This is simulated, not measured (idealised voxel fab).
Presented below is a process module, voxel gate over fins.
Square cells of 5 nm make up the cross-section cut, whose width is 275 nm.
We lay out every cross-section as a grid of square cells and spell it out in bands from the top down, where one band means one or more rows of cells.
Read a band's entry like this: the first values are the height of its top and the height of its bottom in nm, and what follows is the sequence of materials from left to right, each with its width in nm. Note that "blank" is empty space, and that a single material marked "edge to edge" reaches across the band from edge to edge.
Measure heights from 0. That's the level where, below it, the as-received wafer is all one material. The lowest band is bottomless and extends downward; write it as in "0 -> down".
A two-number width, for instance "30 to 40", indicates that the width is equal to the first number in the top row of the band and to the second number in the bottom row, and that it changes by a constant amount per row of cells.
The designation "nothing was modified", where it is given for a processing step, indicates that no cell of the cross-section was altered in the course of that step.
"Closed cavity list" lists enclosed empty spaces (at least 8 cells, no open path upward to the top), each as width x height at distance from the left edge, in nm.
It should be noted that, on the line of a given step, the content following the step's settings is a remark produced by the simulator itself with respect to that step.
overlay nm: for a step with a mask, the amount by which the mask lay right of where it was planned; a negative amount means left of it.
Plan
1,RECEIVE,material Si
2,CONFORMAL_DEP,material SiN,thk nm 10
3,DIRECTIONAL_DEP,material aC,thk nm 15
4,PATTERN,tone cover,mask id FINS,material resist,width nm 15,pitch nm 60,thk nm 30,overlay nm 0
5,DIRECTIONAL_ETCH,etch materials aC,depth nm 15
6,STRIP,etch materials resist
7,DIRECTIONAL_ETCH,etch materials SiN,depth nm 10
8,DIRECTIONAL_ETCH,etch materials Si,depth nm 30
9,STRIP,etch materials aC
10,FILL_DEP,material SiO2,thk nm 10
11,CMP,height nm 10
12,DIRECTIONAL_DEP,material aC,thk nm 15
13,PATTERN,tone open,mask id RAIL,material resist,width nm 15,thk nm 35,overlay nm 0
14,DIRECTIONAL_ETCH,etch materials aC,depth nm 15
15,STRIP,etch materials resist
16,DIRECTIONAL_ETCH,etch materials SiO2,depth nm 35
17,STRIP,etch materials aC
18,CONFORMAL_DEP,material TiN,thk nm 5
19,FILL_DEP,material W,thk nm 10
20,CMP,height nm 10
21,SELECTIVE_ETCH,etch materials W Ru TiN,depth nm 25
22,FILL_DEP,material SiO2,thk nm 5
23,CMP,height nm 10
24,SELECTIVE_ETCH,etch materials SiO2,depth nm 20
25,STRIP,etch materials SiN
26,CONFORMAL_DEP,material HfO2,thk nm 5
27,CONFORMAL_DEP,material TiN,thk nm 5
28,CONFORMAL_DEP,material TiAl,thk nm 5
29,CONFORMAL_DEP,material TiN,thk nm 5
30,FILL_DEP,material W,thk nm 15
31,CMP,height nm 30
32,CONFORMAL_DEP,material SiN,thk nm 10
Cross-section of the wafer as it came to us, i.e., already through step 1
0 -> down = Si edge to edge
Closed cavity list: none
Figure: cross-sectional view of the wafer upon completion of the module, processed from the initial state and according to the plan depicted above, with one error introduced during execution
40 -> 30 = SiN edge to edge
30 -> 20 = W edge to edge
20 -> 15 = W=80  TiN=55  W=5  TiN=55  W=80
15 -> 10 = W=80  TiN=5  TiAl=45  TiN=5  W=5  TiN=5  TiAl=45  TiN=5  W=80
10 -> 5 = TiN=85  TiAl=5  TiN=35  TiAl=5  TiN=15  TiAl=5  TiN=35  TiAl=5  TiN=85
5 -> 0 = TiAl=90  TiN=5  HfO2=25  TiN=5  TiAl=25  TiN=5  HfO2=25  TiN=5  TiAl=90
0 -> -5 = TiN=95  HfO2=5  Si=15  HfO2=5  TiN=35  HfO2=5  Si=15  HfO2=5  TiN=95
-5 -> -10 = HfO2=85  TiN=10  HfO2=5  Si=15  HfO2=5  TiN=10  HfO2=15  TiN=10  HfO2=5  Si=15  HfO2=5  TiN=10  HfO2=85
-10 -> -15 = SiO2=80  HfO2=5  TiN=10  HfO2=5  Si=15  HfO2=5  TiN=5  HfO2=10  SiO2=5  HfO2=10  TiN=5  HfO2=5  Si=15  HfO2=5  TiN=10  HfO2=5  SiO2=80
-15 -> -20 = SiO2=80  HfO2=20  Si=15  HfO2=15  TiN=5  W=5  TiN=5  HfO2=15  Si=15  HfO2=20  SiO2=80
-20 -> -25 = SiO2=100  Si=15  SiO2=15  TiN=15  SiO2=15  Si=15  SiO2=100
-25 -> -30 = SiO2=100  Si=15  SiO2=45  Si=15  SiO2=100
-30 -> down = Si edge to edge
Closed cavity list: none
Run error: step 25 occupied the plan position of step 24, and the converse holds as well
